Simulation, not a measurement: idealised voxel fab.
process module | voxel trench capacitor
cross-section cut | 220 nm wide | cells 5 nm
A cross-section is a grid of square cells, given in bands from the top down. A band is one or more rows of cells.
Each band's line starts with the height of the band's top and of its bottom, in nm. Then come its materials from left to right, each with its width in nm. One material with "throughout" fills the band from edge to edge. "air" is empty space.
Height 0 is the level under which the wafer as received is all one material. The lowest band goes on downwards, as in "0 down".
A width such as "30 to 40" changes by the same amount from each row of cells to the next, from the band's top row to its bottom row.
"no change" after a step means that no cell of the cross-section changed.
closed voids: empty space of 8 cells or more with no open way to the top, each as width x height at its distance from the left edge, in nm
after a step's settings: what the simulator itself notes on the step
overlay nm, on a step with a mask: how far to the right of its planned place the mask lay; to the left if negative
plan
1 op RECEIVE | material Si
2 op CONFORMAL_DEP | material SiN | thk nm 5
3 op DIRECTIONAL_DEP | material aC | thk nm 10
4 op PATTERN | tone open | mask id TRENCH | material resist | width nm 25 | pitch nm 40 | thk nm 25 | overlay nm -15
5 op DIRECTIONAL_ETCH | etch materials aC | depth nm 10
6 op STRIP | etch materials resist
7 op DIRECTIONAL_ETCH | etch materials SiN | depth nm 5
8 op DIRECTIONAL_ETCH | etch materials Si | depth nm 25
9 op STRIP | etch materials aC
10 op CONFORMAL_DEP | material SiO2 | thk nm 5
11 op FILL_DEP | material polySi | thk nm 5
12 op CMP | height nm 5
varied across the wafers: overlay nm of step 4. The plan shows the first wafer's value. All wafers start alike
first wafer as received, after step 1
  0 down: Si throughout
  closed voids: none
each wafer at the end: cells of each material gained (+) or lost (-) since it was received, then its closed voids
overlay nm -15 | -100 Si | +24 SiN | +60 SiO2 | +60 polySi | closed voids: none
overlay nm -10 | -100 Si | +24 SiN | +60 SiO2 | +60 polySi | closed voids: none
overlay nm -5 | -100 Si | +24 SiN | +60 SiO2 | +60 polySi | closed voids: none
overlay nm 0 | -100 Si | +24 SiN | +60 SiO2 | +60 polySi | closed voids: none
overlay nm 5 | -100 Si | +24 SiN | +60 SiO2 | +60 polySi | closed voids: none
overlay nm 10 | -100 Si | +24 SiN | +60 SiO2 | +60 polySi | closed voids: none
overlay nm 15 | -100 Si | +24 SiN | +60 SiO2 | +60 polySi | closed voids: none
